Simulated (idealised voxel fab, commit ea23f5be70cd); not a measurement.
The following process module bears the name voxel transistor to metal.
Square cell edge 5 nm, section width 185 nm, ID cut.
In what follows, cross-sections appear as grids of square cells, described through bands that run from the top down, where every band is one or more rows of cells. Quick guide to a band line: top height, bottom height (nm) up front; then every material left to right with its width in nm. Only one material and it's marked "full width"? Then it fills the band edge to edge. And "air" just means empty space. The reference from which all heights are counted is 0, the level beneath which the as-received wafer is entirely one material; the lowest band, having no lower bound, proceeds downward and is written after the example "0 down". Top row gets the first number, bottom row gets the second, and each row in between changes by the same step: that is how a band width like "30 to 40" works. No cell of the cross-section changed in a step that is given as "left unchanged". Closed voids list: empty space of 8 cells or more with no open way to the top, each as width x height at its distance from the left edge, in nm. after a step's settings: what the simulator itself notes on the step. overlay nm: where the mask lay relative to plan, measured to the right, on steps with a mask; negatives go left.
## Steps in the process plan
step 1: RECEIVE, material Si
step 2: OXIDIZE, depth nm 5
step 3: CONFORMAL_DEP, material SiN, thk nm 15
step 4: PATTERN, tone cover, mask id ACTIVE, material resist, width nm 115, thk nm 15, overlay nm 0
step 5: DIRECTIONAL_ETCH, etch materials SiN, depth nm 15
step 6: DIRECTIONAL_ETCH, etch materials SiO2, depth nm 5
step 7: DIRECTIONAL_ETCH, etch materials Si, depth nm 30
step 8: STRIP, etch materials resist
step 9: OXIDIZE, depth nm 5
step 10: FILL_DEP, material SiO2, thk nm 10
step 11: CMP, height nm 15
step 12: SELECTIVE_ETCH, etch materials SiO2, depth nm 10
step 13: STRIP, etch materials SiN
step 14: SELECTIVE_ETCH, etch materials SiO2, depth nm 5
step 15: OXIDIZE, depth nm 5
step 16: DIRECTIONAL_DEP, material polySi, thk nm 30
step 17: DIRECTIONAL_DEP, material SiCN, thk nm 15
step 18: PATTERN, tone cover, mask id GATE, material resist, width nm 35, thk nm 20, overlay nm 0
step 19: DIRECTIONAL_ETCH, etch materials SiCN, depth nm 25
step 20: DIRECTIONAL_ETCH, etch materials polySi, depth nm 40
step 21: STRIP, etch materials resist
step 22: CONFORMAL_DEP, material SiN, thk nm 5
step 23: DIRECTIONAL_ETCH, etch materials SiN, depth nm 5
step 24: DIRECTIONAL_ETCH, etch materials SiO2, depth nm 5
step 25: DIRECTIONAL_ETCH, etch materials Si, depth nm 10
step 26: EPI, material pSi, thk nm 15
step 27: FILL_DEP, material SiO2, thk nm 5
step 28: CMP, height nm 25
step 29: STRIP, etch materials polySi
step 30: SELECTIVE_ETCH, etch materials SiO2, depth nm 5
step 31: CONFORMAL_DEP, material HfO2, thk nm 5
step 32: CONFORMAL_DEP, material TiN, thk nm 5
step 33: FILL_DEP, material W, thk nm 10
step 34: CMP, height nm 20
step 35: DIRECTIONAL_DEP, material SiO2, thk nm 10
step 36: PATTERN, tone open, mask id CONTACT, material resist, width nm 15, pitch nm 90, thk nm 15, overlay nm 0
step 37: DIRECTIONAL_ETCH, etch materials SiO2, depth nm 35
step 38: STRIP, etch materials resist
step 39: CONFORMAL_DEP, material TiN, thk nm 5
step 40: FILL_DEP, material W, thk nm 10
step 41: CMP, height nm 30
step 42: CONFORMAL_DEP, material SiCN, thk nm 5
step 43: DIRECTIONAL_DEP, material lowk, thk nm 25
step 44: PATTERN, tone open, mask id METAL_1, material resist, width nm 15, pitch nm 90, thk nm 15, overlay nm 0
step 45: DIRECTIONAL_ETCH, etch materials lowk, depth nm 25
step 46: DIRECTIONAL_ETCH, etch materials SiCN, depth nm 5
step 47: STRIP, etch materials resist
step 48: CONFORMAL_DEP, material TiN, thk nm 5
step 49: FILL_DEP, material Cu, thk nm 10
step 50: CMP, height nm 60
step 51: EPI, material Ru, thk nm 5
step 52: FILL_DEP, material SiCN, thk nm 5
step 53: DIRECTIONAL_DEP, material lowk, thk nm 30
step 54: MASKED_ETCH, tone open, mask id METAL_2, width nm 15, pitch nm 90, etch materials lowk, depth nm 20, overlay nm 0
step 55: PATTERN, tone open, mask id METAL_2_HOLES, material resist, width nm 15, pitch nm 90, thk nm 20, overlay nm 0
step 56: DIRECTIONAL_ETCH, etch materials lowk, depth nm 10
step 57: DIRECTIONAL_ETCH, etch materials SiCN, depth nm 5
step 58: STRIP, etch materials resist
step 59: CONFORMAL_DEP, material TiN, thk nm 5
step 60: FILL_DEP, material Cu, thk nm 5
step 61: CMP, height nm 100
step 62: CONFORMAL_DEP, material SiCN, thk nm 5
## First of two wafers: run as planned
## Cross-section of the wafer at receipt, which is the condition after step 1
0 down  Si full width
Closed voids list: none
## Cross-section: wafer state after step 2
0 to -5  SiO2 full width
below -5: unchanged
## Cross-section: wafer state after step 3
15 to 0  SiN full width
below 0: unchanged
## Cross-section: wafer state after step 4
30 to 15  air: 35, resist: 115, air: 35
below 15: unchanged
## Cross-section: wafer state after step 5
30 to 15  air: 35, resist: 115, air: 35
15 to 0  air: 35, SiN: 115, air: 35
below 0: unchanged
## Cross-section: wafer state after step 6
30 to 15  air: 35, resist: 115, air: 35
15 to 0  air: 35, SiN: 115, air: 35
0 to -5  air: 35, SiO2: 115, air: 35
below -5: unchanged
## Cross-section: wafer state after step 7
30 to 15  air: 35, resist: 115, air: 35
15 to 0  air: 35, SiN: 115, air: 35
0 to -5  air: 35, SiO2: 115, air: 35
-5 to -35  air: 35, Si: 115, air: 35
below -35: unchanged
## Cross-section: wafer state after step 8
15 to 0  air: 35, SiN: 115, air: 35
below 0: unchanged
## Cross-section: wafer state after step 9
15 to 0  air: 35, SiN: 115, air: 35
0 to -5  air: 35, SiO2: 115, air: 35
-5 to -35  air: 35, SiO2: 5, Si: 105, SiO2: 5, air: 35
-35 to -40  SiO2: 40, Si: 105, SiO2: 40
below -40: unchanged
## Cross-section: wafer state after step 10
25 to 15  SiO2 full width
15 to 0  SiO2: 35, SiN: 115, SiO2: 35
0 to -5  SiO2 full width
-5 to -40  SiO2: 40, Si: 105, SiO2: 40
below -40: unchanged
## Cross-section: wafer state after step 11
15 to 0  SiO2: 35, SiN: 115, SiO2: 35
below 0: unchanged
## Cross-section: wafer state after step 12
15 to 5  air: 35, SiN: 115, air: 35
below 5: unchanged
## Cross-section: wafer state after step 13
5 to 0  SiO2: 35, air: 115, SiO2: 35
below 0: unchanged
## Cross-section: wafer state after step 14
0 to -5  SiO2: 30, air: 125, SiO2: 30
below -5: unchanged
## Cross-section: wafer state after step 15
0 to -5  SiO2: 30, air: 125, SiO2: 30
-5 to -10  SiO2 full width
below -10: unchanged
## Cross-section: wafer state after step 16
30 to 25  polySi: 30, air: 125, polySi: 30
25 to 0  polySi full width
0 to -5  SiO2: 30, polySi: 125, SiO2: 30
below -5: unchanged
## Cross-section: wafer state after step 17
45 to 40  SiCN: 30, air: 125, SiCN: 30
40 to 30  SiCN full width
30 to 25  polySi: 30, SiCN: 125, polySi: 30
below 25: unchanged
## Cross-section: wafer state after step 18
65 to 45  air: 75, resist: 35, air: 75
45 to 40  SiCN: 30, air: 45, resist: 35, air: 45, SiCN: 30
below 40: unchanged
## Cross-section: wafer state after step 19
65 to 40  air: 75, resist: 35, air: 75
40 to 30  air: 75, SiCN: 35, air: 75
30 to 25  polySi: 30, air: 45, SiCN: 35, air: 45, polySi: 30
below 25: unchanged
## Cross-section: wafer state after step 20
65 to 40  air: 75, resist: 35, air: 75
40 to 25  air: 75, SiCN: 35, air: 75
25 to 0  air: 75, polySi: 35, air: 75
0 to -5  SiO2: 30, air: 45, polySi: 35, air: 45, SiO2: 30
below -5: unchanged
## Cross-section: wafer state after step 21
40 to 25  air: 75, SiCN: 35, air: 75
below 25: unchanged
## Cross-section: wafer state after step 22
45 to 40  air: 70, SiN: 45, air: 70
40 to 25  air: 70, SiN: 5, SiCN: 35, SiN: 5, air: 70
25 to 5  air: 70, SiN: 5, polySi: 35, SiN: 5, air: 70
5 to 0  SiN: 35, air: 35, SiN: 5, polySi: 35, SiN: 5, air: 35, SiN: 35
0 to -5  SiO2: 30, SiN: 45, polySi: 35, SiN: 45, SiO2: 30
below -5: unchanged
## Cross-section: wafer state after step 23
40 to 25  air: 70, SiN: 5, SiCN: 35, SiN: 5, air: 70
25 to 0  air: 70, SiN: 5, polySi: 35, SiN: 5, air: 70
0 to -5  SiO2: 30, SiN: 5, air: 35, SiN: 5, polySi: 35, SiN: 5, air: 35, SiN: 5, SiO2: 30
below -5: unchanged
## Cross-section: wafer state after step 24
40 to 25  air: 70, SiN: 5, SiCN: 35, SiN: 5, air: 70
25 to 0  air: 70, SiN: 5, polySi: 35, SiN: 5, air: 70
0 to -5  air: 30, SiN: 5, air: 35, SiN: 5, polySi: 35, SiN: 5, air: 35, SiN: 5, air: 30
-5 to -10  SiO2: 35, air: 35, SiO2: 45, air: 35, SiO2: 35
below -10: unchanged
## Cross-section: wafer state after step 25
40 to 25  air: 70, SiN: 5, SiCN: 35, SiN: 5, air: 70
25 to 0  air: 70, SiN: 5, polySi: 35, SiN: 5, air: 70
0 to -5  air: 30, SiN: 5, air: 35, SiN: 5, polySi: 35, SiN: 5, air: 35, SiN: 5, air: 30
-5 to -10  SiO2: 35, air: 35, SiO2: 45, air: 35, SiO2: 35
-10 to -20  SiO2: 40, air: 30, Si: 45, air: 30, SiO2: 40
below -20: unchanged
## Cross-section: wafer state after step 26
40 to 25  air: 70, SiN: 5, SiCN: 35, SiN: 5, air: 70
25 to 5  air: 70, SiN: 5, polySi: 35, SiN: 5, air: 70
5 to 0  air: 55, pSi: 15, SiN: 5, polySi: 35, SiN: 5, pSi: 15, air: 55
0 to -5  air: 30, SiN: 5, air: 20, pSi: 15, SiN: 5, polySi: 35, SiN: 5, pSi: 15, air: 20, SiN: 5, air: 30
-5 to -10  SiO2: 35, pSi: 35, SiO2: 45, pSi: 35, SiO2: 35
-10 to -20  SiO2: 40, pSi: 30, Si: 45, pSi: 30, SiO2: 40
below -20: unchanged
## Cross-section: wafer state after step 27
45 to 40  SiO2 full width
40 to 25  SiO2: 70, SiN: 5, SiCN: 35, SiN: 5, SiO2: 70
25 to 5  SiO2: 70, SiN: 5, polySi: 35, SiN: 5, SiO2: 70
5 to 0  SiO2: 55, pSi: 15, SiN: 5, polySi: 35, SiN: 5, pSi: 15, SiO2: 55
0 to -5  SiO2: 30, SiN: 5, SiO2: 20, pSi: 15, SiN: 5, polySi: 35, SiN: 5, pSi: 15, SiO2: 20, SiN: 5, SiO2: 30
below -5: unchanged
## Cross-section: wafer state after step 28
25 to 5  SiO2: 70, SiN: 5, polySi: 35, SiN: 5, SiO2: 70
below 5: unchanged
## Cross-section: wafer state after step 29
25 to 5  SiO2: 70, SiN: 5, air: 35, SiN: 5, SiO2: 70
5 to 0  SiO2: 55, pSi: 15, SiN: 5, air: 35, SiN: 5, pSi: 15, SiO2: 55
0 to -5  SiO2: 30, SiN: 5, SiO2: 20, pSi: 15, SiN: 5, air: 35, SiN: 5, pSi: 15, SiO2: 20, SiN: 5, SiO2: 30
below -5: unchanged
## Cross-section: wafer state after step 30
25 to 20  air: 70, SiN: 5, air: 35, SiN: 5, air: 70
20 to 5  SiO2: 70, SiN: 5, air: 35, SiN: 5, SiO2: 70
5 to 0  SiO2: 55, pSi: 15, SiN: 5, air: 35, SiN: 5, pSi: 15, SiO2: 55
0 to -5  SiO2: 30, SiN: 5, SiO2: 20, pSi: 15, SiN: 5, air: 35, SiN: 5, pSi: 15, SiO2: 20, SiN: 5, SiO2: 30
-5 to -10  SiO2: 35, pSi: 35, air: 45, pSi: 35, SiO2: 35
below -10: unchanged
## Cross-section: wafer state after step 31
30 to 25  air: 65, HfO2: 15, air: 25, HfO2: 15, air: 65
25 to 20  HfO2: 70, SiN: 5, HfO2: 5, air: 25, HfO2: 5, SiN: 5, HfO2: 70
20 to 5  SiO2: 70, SiN: 5, HfO2: 5, air: 25, HfO2: 5, SiN: 5, SiO2: 70
5 to 0  SiO2: 55, pSi: 15, SiN: 5, HfO2: 5, air: 25, HfO2: 5, SiN: 5, pSi: 15, SiO2: 55
0 to -5  SiO2: 30, SiN: 5, SiO2: 20, pSi: 15, SiN: 5, HfO2: 5, air: 25, HfO2: 5, SiN: 5, pSi: 15, SiO2: 20, SiN: 5, SiO2: 30
-5 to -10  SiO2: 35, pSi: 35, HfO2: 45, pSi: 35, SiO2: 35
below -10: unchanged
## Cross-section: wafer state after step 32
35 to 30  air: 60, TiN: 25, air: 15, TiN: 25, air: 60
30 to 25  TiN: 65, HfO2: 15, TiN: 5, air: 15, TiN: 5, HfO2: 15, TiN: 65
25 to 20  HfO2: 70, SiN: 5, HfO2: 5, TiN: 5, air: 15, TiN: 5, HfO2: 5, SiN: 5, HfO2: 70
20 to 5  SiO2: 70, SiN: 5, HfO2: 5, TiN: 5, air: 15, TiN: 5, HfO2: 5, SiN: 5, SiO2: 70
5 to 0  SiO2: 55, pSi: 15, SiN: 5, HfO2: 5, TiN: 5, air: 15, TiN: 5, HfO2: 5, SiN: 5, pSi: 15, SiO2: 55
0 to -5  SiO2: 30, SiN: 5, SiO2: 20, pSi: 15, SiN: 5, HfO2: 5, TiN: 25, HfO2: 5, SiN: 5, pSi: 15, SiO2: 20, SiN: 5, SiO2: 30
below -5: unchanged
## Cross-section: wafer state after step 33
45 to 35  W full width
35 to 30  W: 60, TiN: 25, W: 15, TiN: 25, W: 60
30 to 25  TiN: 65, HfO2: 15, TiN: 5, W: 15, TiN: 5, HfO2: 15, TiN: 65
25 to 20  HfO2: 70, SiN: 5, HfO2: 5, TiN: 5, W: 15, TiN: 5, HfO2: 5, SiN: 5, HfO2: 70
20 to 5  SiO2: 70, SiN: 5, HfO2: 5, TiN: 5, W: 15, TiN: 5, HfO2: 5, SiN: 5, SiO2: 70
5 to 0  SiO2: 55, pSi: 15, SiN: 5, HfO2: 5, TiN: 5, W: 15, TiN: 5, HfO2: 5, SiN: 5, pSi: 15, SiO2: 55
below 0: unchanged
## Cross-section: wafer state after step 34
20 to 5  SiO2: 70, SiN: 5, HfO2: 5, TiN: 5, W: 15, TiN: 5, HfO2: 5, SiN: 5, SiO2: 70
below 5: unchanged
## Cross-section: wafer state after step 35
30 to 20  SiO2 full width
below 20: unchanged
## Cross-section: wafer state after step 36
45 to 30  resist: 40, air: 15, resist: 75, air: 15, resist: 40
below 30: unchanged
## Cross-section: wafer state after step 37
45 to 30  resist: 40, air: 15, resist: 75, air: 15, resist: 40
30 to 20  SiO2: 40, air: 15, SiO2: 75, air: 15, SiO2: 40
20 to 5  SiO2: 40, air: 15, SiO2: 15, SiN: 5, HfO2: 5, TiN: 5, W: 15, TiN: 5, HfO2: 5, SiN: 5, SiO2: 15, air: 15, SiO2: 40
5 to 0  SiO2: 40, air: 15, pSi: 15, SiN: 5, HfO2: 5, TiN: 5, W: 15, TiN: 5, HfO2: 5, SiN: 5, pSi: 15, air: 15, SiO2: 40
0 to -5  SiO2: 30, SiN: 5, SiO2: 5, air: 15, pSi: 15, SiN: 5, HfO2: 5, TiN: 25, HfO2: 5, SiN: 5, pSi: 15, air: 15, SiO2: 5, SiN: 5, SiO2: 30
below -5: unchanged
## Cross-section: wafer state after step 38
30 to 20  SiO2: 40, air: 15, SiO2: 75, air: 15, SiO2: 40
below 20: unchanged
## Cross-section: wafer state after step 39
35 to 30  TiN: 45, air: 5, TiN: 85, air: 5, TiN: 45
30 to 20  SiO2: 40, TiN: 5, air: 5, TiN: 5, SiO2: 75, TiN: 5, air: 5, TiN: 5, SiO2: 40
20 to 5  SiO2: 40, TiN: 5, air: 5, TiN: 5, SiO2: 15, SiN: 5, HfO2: 5, TiN: 5, W: 15, TiN: 5, HfO2: 5, SiN: 5, SiO2: 15, TiN: 5, air: 5, TiN: 5, SiO2: 40
5 to 0  SiO2: 40, TiN: 5, air: 5, TiN: 5, pSi: 15, SiN: 5, HfO2: 5, TiN: 5, W: 15, TiN: 5, HfO2: 5, SiN: 5, pSi: 15, TiN: 5, air: 5, TiN: 5, SiO2: 40
0 to -5  SiO2: 30, SiN: 5, SiO2: 5, TiN: 15, pSi: 15, SiN: 5, HfO2: 5, TiN: 25, HfO2: 5, SiN: 5, pSi: 15, TiN: 15, SiO2: 5, SiN: 5, SiO2: 30
below -5: unchanged
## Cross-section: wafer state after step 40
45 to 35  W full width
35 to 30  TiN: 45, W: 5, TiN: 85, W: 5, TiN: 45
30 to 20  SiO2: 40, TiN: 5, W: 5, TiN: 5, SiO2: 75, TiN: 5, W: 5, TiN: 5, SiO2: 40
20 to 5  SiO2: 40, TiN: 5, W: 5, TiN: 5, SiO2: 15, SiN: 5, HfO2: 5, TiN: 5, W: 15, TiN: 5, HfO2: 5, SiN: 5, SiO2: 15, TiN: 5, W: 5, TiN: 5, SiO2: 40
5 to 0  SiO2: 40, TiN: 5, W: 5, TiN: 5, pSi: 15, SiN: 5, HfO2: 5, TiN: 5, W: 15, TiN: 5, HfO2: 5, SiN: 5, pSi: 15, TiN: 5, W: 5, TiN: 5, SiO2: 40
below 0: unchanged
## Cross-section: wafer state after step 41
30 to 20  SiO2: 40, TiN: 5, W: 5, TiN: 5, SiO2: 75, TiN: 5, W: 5, TiN: 5, SiO2: 40
below 20: unchanged
## Cross-section: wafer state after step 42
35 to 30  SiCN full width
below 30: unchanged
## Cross-section: wafer state after step 43
60 to 35  lowk full width
below 35: unchanged
## Cross-section: wafer state after step 44
75 to 60  resist: 40, air: 15, resist: 75, air: 15, resist: 40
below 60: unchanged
## Cross-section: wafer state after step 45
75 to 60  resist: 40, air: 15, resist: 75, air: 15, resist: 40
60 to 35  lowk: 40, air: 15, lowk: 75, air: 15, lowk: 40
below 35: unchanged
## Cross-section: wafer state after step 46
75 to 60  resist: 40, air: 15, resist: 75, air: 15, resist: 40
60 to 35  lowk: 40, air: 15, lowk: 75, air: 15, lowk: 40
35 to 30  SiCN: 40, air: 15, SiCN: 75, air: 15, SiCN: 40
below 30: unchanged
## Cross-section: wafer state after step 47
60 to 35  lowk: 40, air: 15, lowk: 75, air: 15, lowk: 40
below 35: unchanged
## Cross-section: wafer state after step 48
65 to 60  TiN: 45, air: 5, TiN: 85, air: 5, TiN: 45
60 to 35  lowk: 40, TiN: 5, air: 5, TiN: 5, lowk: 75, TiN: 5, air: 5, TiN: 5, lowk: 40
35 to 30  SiCN: 40, TiN: 15, SiCN: 75, TiN: 15, SiCN: 40
below 30: unchanged
## Cross-section: wafer state after step 49
75 to 65  Cu full width
65 to 60  TiN: 45, Cu: 5, TiN: 85, Cu: 5, TiN: 45
60 to 35  lowk: 40, TiN: 5, Cu: 5, TiN: 5, lowk: 75, TiN: 5, Cu: 5, TiN: 5, lowk: 40
below 35: unchanged
## Cross-section: wafer state after step 50
60 to 35  lowk: 40, TiN: 5, Cu: 5, TiN: 5, lowk: 75, TiN: 5, Cu: 5, TiN: 5, lowk: 40
below 35: unchanged
## Cross-section: wafer state after step 51
65 to 60  air: 35, Ru: 25, air: 65, Ru: 25, air: 35
below 60: unchanged
## Cross-section: wafer state after step 52
70 to 65  SiCN full width
65 to 60  SiCN: 35, Ru: 25, SiCN: 65, Ru: 25, SiCN: 35
below 60: unchanged
## Cross-section: wafer state after step 53
100 to 70  lowk full width
below 70: unchanged
## Cross-section: wafer state after step 54
100 to 80  lowk: 40, air: 15, lowk: 75, air: 15, lowk: 40
below 80: unchanged
## Cross-section: wafer state after step 55
120 to 100  resist: 40, air: 15, resist: 75, air: 15, resist: 40
below 100: unchanged
## Cross-section: wafer state after step 56
120 to 100  resist: 40, air: 15, resist: 75, air: 15, resist: 40
100 to 70  lowk: 40, air: 15, lowk: 75, air: 15, lowk: 40
below 70: unchanged
## Cross-section: wafer state after step 57
120 to 100  resist: 40, air: 15, resist: 75, air: 15, resist: 40
100 to 70  lowk: 40, air: 15, lowk: 75, air: 15, lowk: 40
70 to 65  SiCN: 40, air: 15, SiCN: 75, air: 15, SiCN: 40
below 65: unchanged
## Cross-section: wafer state after step 58
100 to 70  lowk: 40, air: 15, lowk: 75, air: 15, lowk: 40
below 70: unchanged
## Cross-section: wafer state after step 59
105 to 100  TiN: 45, air: 5, TiN: 85, air: 5, TiN: 45
100 to 70  lowk: 40, TiN: 5, air: 5, TiN: 5, lowk: 75, TiN: 5, air: 5, TiN: 5, lowk: 40
70 to 65  SiCN: 40, TiN: 15, SiCN: 75, TiN: 15, SiCN: 40
below 65: unchanged
## Cross-section: wafer state after step 60
110 to 105  Cu full width
105 to 100  TiN: 45, Cu: 5, TiN: 85, Cu: 5, TiN: 45
100 to 70  lowk: 40, TiN: 5, Cu: 5, TiN: 5, lowk: 75, TiN: 5, Cu: 5, TiN: 5, lowk: 40
below 70: unchanged
## Cross-section: wafer state after step 61
100 to 70  lowk: 40, TiN: 5, Cu: 5, TiN: 5, lowk: 75, TiN: 5, Cu: 5, TiN: 5, lowk: 40
below 70: unchanged
## Cross-section: wafer state after step 62
105 to 100  SiCN full width
below 100: unchanged
## Second wafer - shared start and plan with the first - one error in running - same as the first up to step 31 inclusive
## Second wafer, cut view, end of step 32 per plan
35 to 30  air: 60, SiO2: 25, air: 15, SiO2: 25, air: 60
30 to 25  SiO2: 65, HfO2: 15, SiO2: 5, air: 15, SiO2: 5, HfO2: 15, SiO2: 65
25 to 20  HfO2: 70, SiN: 5, HfO2: 5, SiO2: 5, air: 15, SiO2: 5, HfO2: 5, SiN: 5, HfO2: 70
20 to 5  SiO2: 70, SiN: 5, HfO2: 5, SiO2: 5, air: 15, SiO2: 5, HfO2: 5, SiN: 5, SiO2: 70
5 to 0  SiO2: 55, pSi: 15, SiN: 5, HfO2: 5, SiO2: 5, air: 15, SiO2: 5, HfO2: 5, SiN: 5, pSi: 15, SiO2: 55
0 to -5  SiO2: 30, SiN: 5, SiO2: 20, pSi: 15, SiN: 5, HfO2: 5, SiO2: 25, HfO2: 5, SiN: 5, pSi: 15, SiO2: 20, SiN: 5, SiO2: 30
below -5: unchanged
## Second wafer, cut view, end of step 33 per plan
45 to 35  W full width
35 to 30  W: 60, SiO2: 25, W: 15, SiO2: 25, W: 60
30 to 25  SiO2: 65, HfO2: 15, SiO2: 5, W: 15, SiO2: 5, HfO2: 15, SiO2: 65
25 to 20  HfO2: 70, SiN: 5, HfO2: 5, SiO2: 5, W: 15, SiO2: 5, HfO2: 5, SiN: 5, HfO2: 70
20 to 5  SiO2: 70, SiN: 5, HfO2: 5, SiO2: 5, W: 15, SiO2: 5, HfO2: 5, SiN: 5, SiO2: 70
5 to 0  SiO2: 55, pSi: 15, SiN: 5, HfO2: 5, SiO2: 5, W: 15, SiO2: 5, HfO2: 5, SiN: 5, pSi: 15, SiO2: 55
below 0: unchanged
## Second wafer, cut view, end of step 34 per plan
20 to 5  SiO2: 70, SiN: 5, HfO2: 5, SiO2: 5, W: 15, SiO2: 5, HfO2: 5, SiN: 5, SiO2: 70
below 5: unchanged
## Second wafer, cut view, end of step 35 per plan
30 to 20  SiO2 full width
below 20: unchanged
## Second wafer, cut view, end of step 36 per plan
45 to 30  resist: 40, air: 15, resist: 75, air: 15, resist: 40
below 30: unchanged
## Second wafer, cut view, end of step 37 per plan
45 to 30  resist: 40, air: 15, resist: 75, air: 15, resist: 40
30 to 20  SiO2: 40, air: 15, SiO2: 75, air: 15, SiO2: 40
20 to 5  SiO2: 40, air: 15, SiO2: 15, SiN: 5, HfO2: 5, SiO2: 5, W: 15, SiO2: 5, HfO2: 5, SiN: 5, SiO2: 15, air: 15, SiO2: 40
5 to 0  SiO2: 40, air: 15, pSi: 15, SiN: 5, HfO2: 5, SiO2: 5, W: 15, SiO2: 5, HfO2: 5, SiN: 5, pSi: 15, air: 15, SiO2: 40
0 to -5  SiO2: 30, SiN: 5, SiO2: 5, air: 15, pSi: 15, SiN: 5, HfO2: 5, SiO2: 25, HfO2: 5, SiN: 5, pSi: 15, air: 15, SiO2: 5, SiN: 5, SiO2: 30
below -5: unchanged
## Second wafer, cut view, end of step 38 per plan
30 to 20  SiO2: 40, air: 15, SiO2: 75, air: 15, SiO2: 40
below 20: unchanged
## Second wafer, cut view, end of step 39 per plan
35 to 30  TiN: 45, air: 5, TiN: 85, air: 5, TiN: 45
30 to 20  SiO2: 40, TiN: 5, air: 5, TiN: 5, SiO2: 75, TiN: 5, air: 5, TiN: 5, SiO2: 40
20 to 5  SiO2: 40, TiN: 5, air: 5, TiN: 5, SiO2: 15, SiN: 5, HfO2: 5, SiO2: 5, W: 15, SiO2: 5, HfO2: 5, SiN: 5, SiO2: 15, TiN: 5, air: 5, TiN: 5, SiO2: 40
5 to 0  SiO2: 40, TiN: 5, air: 5, TiN: 5, pSi: 15, SiN: 5, HfO2: 5, SiO2: 5, W: 15, SiO2: 5, HfO2: 5, SiN: 5, pSi: 15, TiN: 5, air: 5, TiN: 5, SiO2: 40
0 to -5  SiO2: 30, SiN: 5, SiO2: 5, TiN: 15, pSi: 15, SiN: 5, HfO2: 5, SiO2: 25, HfO2: 5, SiN: 5, pSi: 15, TiN: 15, SiO2: 5, SiN: 5, SiO2: 30
below -5: unchanged
## Second wafer, cut view, end of step 40 per plan
45 to 35  W full width
35 to 30  TiN: 45, W: 5, TiN: 85, W: 5, TiN: 45
30 to 20  SiO2: 40, TiN: 5, W: 5, TiN: 5, SiO2: 75, TiN: 5, W: 5, TiN: 5, SiO2: 40
20 to 5  SiO2: 40, TiN: 5, W: 5, TiN: 5, SiO2: 15, SiN: 5, HfO2: 5, SiO2: 5, W: 15, SiO2: 5, HfO2: 5, SiN: 5, SiO2: 15, TiN: 5, W: 5, TiN: 5, SiO2: 40
5 to 0  SiO2: 40, TiN: 5, W: 5, TiN: 5, pSi: 15, SiN: 5, HfO2: 5, SiO2: 5, W: 15, SiO2: 5, HfO2: 5, SiN: 5, pSi: 15, TiN: 5, W: 5, TiN: 5, SiO2: 40
below 0: unchanged
## Second wafer, cut view, end of step 41 per plan
30 to 20  SiO2: 40, TiN: 5, W: 5, TiN: 5, SiO2: 75, TiN: 5, W: 5, TiN: 5, SiO2: 40
below 20: unchanged
## Second wafer, cut view, end of step 42 per plan
35 to 30  SiCN full width
below 30: unchanged
## Second wafer, cut view, end of step 43 per plan
60 to 35  lowk full width
below 35: unchanged
## Second wafer, cut view, end of step 44 per plan
75 to 60  resist: 40, air: 15, resist: 75, air: 15, resist: 40
below 60: unchanged
## Second wafer, cut view, end of step 45 per plan
75 to 60  resist: 40, air: 15, resist: 75, air: 15, resist: 40
60 to 35  lowk: 40, air: 15, lowk: 75, air: 15, lowk: 40
below 35: unchanged
## Second wafer, cut view, end of step 46 per plan
75 to 60  resist: 40, air: 15, resist: 75, air: 15, resist: 40
60 to 35  lowk: 40, air: 15, lowk: 75, air: 15, lowk: 40
35 to 30  SiCN: 40, air: 15, SiCN: 75, air: 15, SiCN: 40
below 30: unchanged
## Second wafer, cut view, end of step 47 per plan
60 to 35  lowk: 40, air: 15, lowk: 75, air: 15, lowk: 40
below 35: unchanged
## Second wafer, cut view, end of step 48 per plan
65 to 60  TiN: 45, air: 5, TiN: 85, air: 5, TiN: 45
60 to 35  lowk: 40, TiN: 5, air: 5, TiN: 5, lowk: 75, TiN: 5, air: 5, TiN: 5, lowk: 40
35 to 30  SiCN: 40, TiN: 15, SiCN: 75, TiN: 15, SiCN: 40
below 30: unchanged
## Second wafer, cut view, end of step 49 per plan
75 to 65  Cu full width
65 to 60  TiN: 45, Cu: 5, TiN: 85, Cu: 5, TiN: 45
60 to 35  lowk: 40, TiN: 5, Cu: 5, TiN: 5, lowk: 75, TiN: 5, Cu: 5, TiN: 5, lowk: 40
below 35: unchanged
## Second wafer, cut view, end of step 50 per plan
60 to 35  lowk: 40, TiN: 5, Cu: 5, TiN: 5, lowk: 75, TiN: 5, Cu: 5, TiN: 5, lowk: 40
below 35: unchanged
## Second wafer, cut view, end of step 51 per plan
65 to 60  air: 35, Ru: 25, air: 65, Ru: 25, air: 35
below 60: unchanged
## Second wafer, cut view, end of step 52 per plan
70 to 65  SiCN full width
65 to 60  SiCN: 35, Ru: 25, SiCN: 65, Ru: 25, SiCN: 35
below 60: unchanged
## Second wafer, cut view, end of step 53 per plan
100 to 70  lowk full width
below 70: unchanged
## Second wafer, cut view, end of step 54 per plan
100 to 80  lowk: 40, air: 15, lowk: 75, air: 15, lowk: 40
below 80: unchanged
## Second wafer, cut view, end of step 55 per plan
120 to 100  resist: 40, air: 15, resist: 75, air: 15, resist: 40
below 100: unchanged
## Second wafer, cut view, end of step 56 per plan
120 to 100  resist: 40, air: 15, resist: 75, air: 15, resist: 40
100 to 70  lowk: 40, air: 15, lowk: 75, air: 15, lowk: 40
below 70: unchanged
## Second wafer, cut view, end of step 57 per plan
120 to 100  resist: 40, air: 15, resist: 75, air: 15, resist: 40
100 to 70  lowk: 40, air: 15, lowk: 75, air: 15, lowk: 40
70 to 65  SiCN: 40, air: 15, SiCN: 75, air: 15, SiCN: 40
below 65: unchanged
## Second wafer, cut view, end of step 58 per plan
100 to 70  lowk: 40, air: 15, lowk: 75, air: 15, lowk: 40
below 70: unchanged
## Second wafer, cut view, end of step 59 per plan
105 to 100  TiN: 45, air: 5, TiN: 85, air: 5, TiN: 45
100 to 70  lowk: 40, TiN: 5, air: 5, TiN: 5, lowk: 75, TiN: 5, air: 5, TiN: 5, lowk: 40
70 to 65  SiCN: 40, TiN: 15, SiCN: 75, TiN: 15, SiCN: 40
below 65: unchanged
## Second wafer, cut view, end of step 60 per plan
110 to 105  Cu full width
105 to 100  TiN: 45, Cu: 5, TiN: 85, Cu: 5, TiN: 45
100 to 70  lowk: 40, TiN: 5, Cu: 5, TiN: 5, lowk: 75, TiN: 5, Cu: 5, TiN: 5, lowk: 40
below 70: unchanged
## Second wafer, cut view, end of step 61 per plan
100 to 70  lowk: 40, TiN: 5, Cu: 5, TiN: 5, lowk: 75, TiN: 5, Cu: 5, TiN: 5, lowk: 40
below 70: unchanged
## Second wafer, cut view, end of step 62 per plan
105 to 100  SiCN full width
below 100: unchanged
Misprocessing identified: so step 32 ended up running with a different setting than we planned, it ran as CONFORMAL_DEP, material SiO2, thk nm 5
Wafer comparison, final, in cells, second relative to first, materials more or fewer: 13 more of SiO2; 13 fewer of TiN
